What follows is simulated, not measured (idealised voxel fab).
process module | voxel transistor to metal
Cross-section cut: width 275 nm, square cells of 5 nm.
Cross-section spec: square-cell grid; bands listed top down; each band is one or more rows. The entry gives the band's vertical extent as a top height and a bottom height in nm, then its horizontal make-up as materials from left to right, each with a width in nm. "empty" stands for empty space; a single material marked "full width" fills the band edge to edge. We count height from 0. Below that, the starting wafer is all one material. The lowest band never ends at the bottom but goes on down; see "top 0, no bottom" for how that is written. You'd read "30->40" like this: the band's top row of cells is as wide as the first number, its bottom row is as wide as the second, and going down, every row changes width by the same amount as the row before did. No cell of the cross-section changed in a step that is given as "nothing was modified". Enclosed voids (no open way to top), threshold 8 cells or more, entry "Entrapped void list", notation width x height at distance, distance from left edge, nm. What comes after the settings on a step's line is commentary from the simulator itself on that step. overlay nm: on a step with a mask, how far right of its planned place the mask lay; negative means left.

**Steps in the process plan**
- 1: RECEIVE with material Si
- 2: CONFORMAL_DEP with material SiO2, thk nm 5
- 3: CONFORMAL_DEP with material SiN, thk nm 10
- 4: DIRECTIONAL_DEP with material aC, thk nm 15
- 5: PATTERN with tone cover, mask id ACTIVE, material resist, width nm 85, pitch nm 110, thk nm 35, overlay nm 0
- 6: DIRECTIONAL_ETCH with etch materials aC, depth nm 15
- 7: STRIP with etch materials resist
- 8: DIRECTIONAL_ETCH with etch materials SiN, depth nm 10
- 9: DIRECTIONAL_ETCH with etch materials SiO2, depth nm 5
- 10: DIRECTIONAL_ETCH with etch materials Si, depth nm 25
- 11: STRIP with etch materials aC
- 12: FILL_DEP with material SiO2, thk nm 5
- 13: CMP with height nm 15
- 14: SELECTIVE_ETCH with etch materials SiO2, depth nm 5
- 15: STRIP with etch materials SiN
- 16: SELECTIVE_ETCH with etch materials SiO2, depth nm 5
- 17: OXIDIZE with depth nm 5
- 18: DIRECTIONAL_DEP with material polySi, thk nm 30
- 19: DIRECTIONAL_DEP with material SiCN, thk nm 10
- 20: MASKED_ETCH with tone cover, mask id GATE, width nm 15, pitch nm 110, etch materials SiCN, depth nm 20, overlay nm 0
- 21: MASKED_ETCH with tone cover, mask id GATE, width nm 15, pitch nm 110, etch materials polySi, depth nm 40, overlay nm 0
- 22: CONFORMAL_DEP with material SiN, thk nm 10
- 23: DIRECTIONAL_ETCH with etch materials SiN, depth nm 10
- 24: DIRECTIONAL_ETCH with etch materials SiO2, depth nm 5
- 25: DIRECTIONAL_ETCH with etch materials Si, depth nm 15
- 26: EPI with material nSi, thk nm 20
- 27: FILL_DEP with material SiO2, thk nm 10
- 28: CMP with height nm 40
- 29: DIRECTIONAL_DEP with material SiO2, thk nm 15
- 30: PATTERN with tone open, mask id CONTACT, material resist, width nm 25, thk nm 20, overlay nm 0
- 31: DIRECTIONAL_ETCH with etch materials SiO2, depth nm 40
- 32: STRIP with etch materials resist
- 33: CONFORMAL_DEP with material TiN, thk nm 5
- 34: FILL_DEP with material W, thk nm 5
- 35: CMP with height nm 55
- 36: DIRECTIONAL_DEP with material TiN, thk nm 5
- 37: DIRECTIONAL_DEP with material Ru, thk nm 25
- 38: MASKED_ETCH with tone cover, mask id METAL_1, width nm 15, etch materials Ru, depth nm 25, overlay nm 0
- 39: MASKED_ETCH with tone cover, mask id METAL_1, width nm 15, etch materials TiN, depth nm 5, overlay nm 0
- 40: CONFORMAL_DEP with material SiCN, thk nm 5
- 41: FILL_DEP with material SiO2, thk nm 5
- 42: CMP with height nm 85
- 43: CONFORMAL_DEP with material SiCN, thk nm 5
- 44: DIRECTIONAL_DEP with material SiO2, thk nm 30
- 45: DIRECTIONAL_DEP with material aC, thk nm 15
- 46: PATTERN with tone open, mask id METAL_2, material resist, width nm 15, pitch nm 110, thk nm 30, overlay nm 0
- 47: DIRECTIONAL_ETCH with etch materials aC, depth nm 15
- 48: STRIP with etch materials resist
- 49: DIRECTIONAL_ETCH with etch materials SiO2, depth nm 15
- 50: STRIP with etch materials aC
- 51: DIRECTIONAL_DEP with material aC, thk nm 15
- 52: PATTERN with tone open, mask id METAL_2_HOLES, material resist, width nm 15, pitch nm 110, thk nm 35, overlay nm 0
- 53: DIRECTIONAL_ETCH with etch materials aC, depth nm 15
- 54: STRIP with etch materials resist
- 55: DIRECTIONAL_ETCH with etch materials SiO2, depth nm 15
- 56: DIRECTIONAL_ETCH with etch materials SiCN, depth nm 5
- 57: STRIP with etch materials aC
- 58: CONFORMAL_DEP with material TiN, thk nm 5
- 59: FILL_DEP with material Ru, thk nm 5
- 60: CMP with height nm 120
- 61: CONFORMAL_DEP with material SiCN, thk nm 5

**The cross-section here shows the wafer as received, i.e. in its state after step 1**
> top 0, no bottom: Si full width
> Entrapped void list: none

**The module was run from the start shown above using the plan shown above, but one mistake was made doing it; the resulting wafer cross-section is below**
> top 125, bottom 120: SiCN full width
> top 120, bottom 90: SiO2 (45) / TiN (5) / Ru (5) / TiN (5) / SiO2 (95) / TiN (5) / Ru (5) / TiN (5) / SiO2 (105)
> top 90, bottom 85: SiCN (45) / TiN (15) / SiCN (95) / TiN (15) / SiCN (105)
> top 85, bottom 60: SiO2 (40) / SiCN (5) / Ru (15) / SiCN (5) / SiO2 (35) / SiCN (5) / Ru (15) / SiCN (5) / SiO2 (25) / SiCN (5) / Ru (15) / SiCN (5) / SiO2 (35) / SiCN (5) / Ru (15) / SiCN (5) / SiO2 (40)
> top 60, bottom 55: SiCN (45) / TiN (15) / SiCN (45) / TiN (15) / SiCN (35) / TiN (15) / SiCN (45) / TiN (15) / SiCN (45)
> top 55, bottom 45: SiO2 (45) / TiN (5) / W (15) / TiN (5) / SiO2 (25) / TiN (5) / W (15) / TiN (5) / SiO2 (35) / TiN (5) / W (15) / TiN (5) / SiO2 (25) / TiN (5) / W (15) / TiN (5) / SiO2 (45)
> top 45, bottom 40: SiO2 (45) / TiN (5) / W (10) / TiN (10) / SiO2 (25) / TiN (10) / W (10) / TiN (5) / SiO2 (35) / TiN (5) / W (10) / TiN (10) / SiO2 (25) / TiN (10) / W (10) / TiN (5) / SiO2 (45)
> top 40, bottom 35: SiO2 (45) / TiN (5) / W (10) / TiN (5) / SiN (10) / SiCN (15) / SiN (10) / TiN (5) / W (10) / TiN (5) / SiO2 (35) / TiN (5) / W (10) / TiN (5) / SiN (10) / SiCN (15) / SiN (10) / TiN (5) / W (10) / TiN (5) / SiO2 (45)
> top 35, bottom 30: SiO2 (45) / TiN (20) / SiN (10) / SiCN (15) / SiN (10) / TiN (5) / W (10) / TiN (5) / SiO2 (35) / TiN (20) / SiN (10) / SiCN (15) / SiN (10) / TiN (5) / W (10) / TiN (5) / SiO2 (45)
> top 30, bottom 20: SiO2 (45) / TiN (10) / SiN (10) / polySi (25) / SiN (10) / TiN (5) / W (10) / TiN (5) / SiO2 (35) / TiN (10) / SiN (10) / polySi (25) / SiN (10) / TiN (5) / W (10) / TiN (5) / SiO2 (45)
> top 20, bottom 15: SiO2 (45) / TiN (10) / SiN (10) / polySi (25) / SiN (10) / TiN (20) / SiO2 (35) / TiN (10) / SiN (10) / polySi (25) / SiN (10) / TiN (20) / SiO2 (45)
> top 15, bottom 5: SiO2 (35) / nSi (20) / SiN (10) / polySi (25) / SiN (10) / nSi (30) / SiO2 (15) / nSi (20) / SiN (10) / polySi (25) / SiN (10) / nSi (30) / SiO2 (35)
> top 5, bottom 0: SiO2 (35) / SiN (10) / nSi (10) / SiN (10) / polySi (25) / SiN (10) / nSi (20) / SiN (10) / SiO2 (15) / SiN (10) / nSi (10) / SiN (10) / polySi (25) / SiN (10) / nSi (20) / SiN (10) / SiO2 (35)
> top 0, bottom -5: SiO2 (45) / nSi (10) / SiO2 (45) / nSi (20) / SiO2 (35) / nSi (10) / SiO2 (45) / nSi (20) / SiO2 (45)
> top -5, bottom -20: SiO2 (40) / Si (5) / nSi (10) / Si (45) / nSi (20) / Si (5) / SiO2 (25) / Si (5) / nSi (10) / Si (45) / nSi (20) / Si (5) / SiO2 (40)
> top -20, bottom -25: SiO2 (40) / Si (85) / SiO2 (25) / Si (85) / SiO2 (40)
> top -25, no bottom: Si full width
> Entrapped void list: none
Deviation from plan: step 21: run off-plan, actual operation and settings MASKED_ETCH with tone cover, mask id GATE, width nm 15, pitch nm 110, etch materials polySi, depth nm 40, overlay nm -10
